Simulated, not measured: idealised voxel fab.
The name of this process module is voxel self aligned vias.
It is cross-section cut that appears here, measuring 190 nm in width, its square cells being 5 nm in size.
A cross-section in this document is a grid of square cells, and it is written down as bands, the top band listed before the ones below it; a band is made up of one or more rows of cells. Top, bottom (nm), then materials left to right with widths (nm); lone material tagged "full width" fills the whole band edge to edge; "empty" = empty space. Height 0 is the level under which the wafer as received is all one material. The lowest band goes on downwards, as in "0 -> down". The notation "30->40" denotes a width that varies across the rows of cells in the band, beginning at the first number in the top row, finishing at the second number in the bottom row, and changing by an identical amount from each row to the next. A step reported as "nothing altered" is a step in which no cell of the cross-section changed. Trapped cavities: empty space of 8 cells or more with no open way to the top, each as width x height at its distance from the left edge, in nm. Step line, after settings: the simulator's comment on this step. When a step includes a mask, the "overlay nm" setting on its line states how far to the right of its planned place that mask lay, and negative values state how far to the left.

**This section lists the process steps that were planned**
1. RECEIVE (material Si)
2. CONFORMAL_DEP (material SiO2; thk nm 5)
3. CONFORMAL_DEP (material SiCN; thk nm 5)
4. DIRECTIONAL_DEP (material SiO2; thk nm 30)
5. PATTERN (tone open; mask id LINES; material resist; width nm 20; pitch nm 60; thk nm 20; overlay nm 0)
6. DIRECTIONAL_ETCH (etch materials SiO2; depth nm 30)
7. STRIP (etch materials resist)
8. CONFORMAL_DEP (material TiN; thk nm 5)
9. FILL_DEP (material Ru; thk nm 10)
10. CMP (height nm 50)
11. SELECTIVE_ETCH (etch materials W Ru TiN; depth nm 5)
12. FILL_DEP (material SiN; thk nm 10)
13. CMP (height nm 50)
14. DIRECTIONAL_DEP (material SiO2; thk nm 15)
15. PATTERN (tone open; mask id VIAS; material resist; width nm 40; thk nm 15; overlay nm 0)
16. DIRECTIONAL_ETCH (etch materials SiO2; depth nm 15)
17. DIRECTIONAL_ETCH (etch materials SiN; depth nm 5)
18. STRIP (etch materials resist)
19. CONFORMAL_DEP (material TiN; thk nm 5)
20. FILL_DEP (material Ru; thk nm 5)
21. CMP (height nm 65)
22. CONFORMAL_DEP (material SiN; thk nm 5)
The wafers are alike at the start. At step 2, their thk nm differs. The plan lists the first wafer's value.

**Cross-section of the first of several received wafers, showing its state after step 1**
> 0 -> down  Si full width
> Trapped cavities: none

**End of the module, past its last step, step 22: how the first of several wafers looks in cross-section**
> 70 -> 65  SiN full width
> 65 -> 50  SiO2 (45) | TiN (5) | Ru (30) | TiN (5) | SiO2 (105)
> 50 -> 45  SiN (45) | TiN (40) | SiN (105)
> 45 -> 40  TiN (60) | Ru (10) | TiN (50) | Ru (10) | TiN (60)
> 40 -> 15  SiO2 (55) | TiN (5) | Ru (10) | TiN (5) | SiO2 (40) | TiN (5) | Ru (10) | TiN (5) | SiO2 (55)
> 15 -> 10  SiO2 (55) | TiN (20) | SiO2 (40) | TiN (20) | SiO2 (55)
> 10 -> 5  SiCN full width
> 5 -> 0  SiO2 full width
> 0 -> down  Si full width
> Trapped cavities: none

**Module end, final wafer: cross-section**
> 70 -> 65  SiN full width
> 65 -> 55  SiO2 (45) | TiN (5) | Ru (30) | TiN (5) | SiO2 (105)
> 55 -> 50  SiO2 (45) | TiN (15) | Ru (10) | TiN (15) | SiO2 (105)
> 50 -> 45  SiO2 (55) | TiN (20) | SiO2 (40) | SiN (20) | SiO2 (55)
> 45 -> 40  SiO2 (55) | TiN (5) | Ru (10) | TiN (5) | SiO2 (40) | TiN (5) | Ru (10) | TiN (5) | SiO2 (55)
> 40 -> 35  SiO2 (55) | TiN (20) | SiO2 (40) | TiN (20) | SiO2 (55)
> 35 -> 30  SiCN full width
> 30 -> 0  SiO2 full width
> 0 -> down  Si full width
> Trapped cavities: none

**So in this table every wafer gets its own row, and what you see is where it stands at the end of the module: for each material, how many cells it picked up (+) or gave up (-) since we received it, and after that its closed voids**
thk nm 5 | +42 Ru | +38 SiCN | +68 SiN | +308 SiO2 | +76 TiN | Trapped cavities: none
thk nm 10 | +38 Ru | +38 SiCN | +68 SiN | +346 SiO2 | +42 TiN | Trapped cavities: none
thk nm 15 | +30 Ru | +38 SiCN | +42 SiN | +384 SiO2 | +38 TiN | Trapped cavities: none
thk nm 20 | +26 Ru | +38 SiCN | +42 SiN | +392 SiO2 | +34 TiN | Trapped cavities: none
thk nm 25 | +22 Ru | +38 SiCN | +42 SiN | +400 SiO2 | +30 TiN | Trapped cavities: none
thk nm 30 | +18 Ru | +38 SiCN | +42 SiN | +408 SiO2 | +26 TiN | Trapped cavities: none
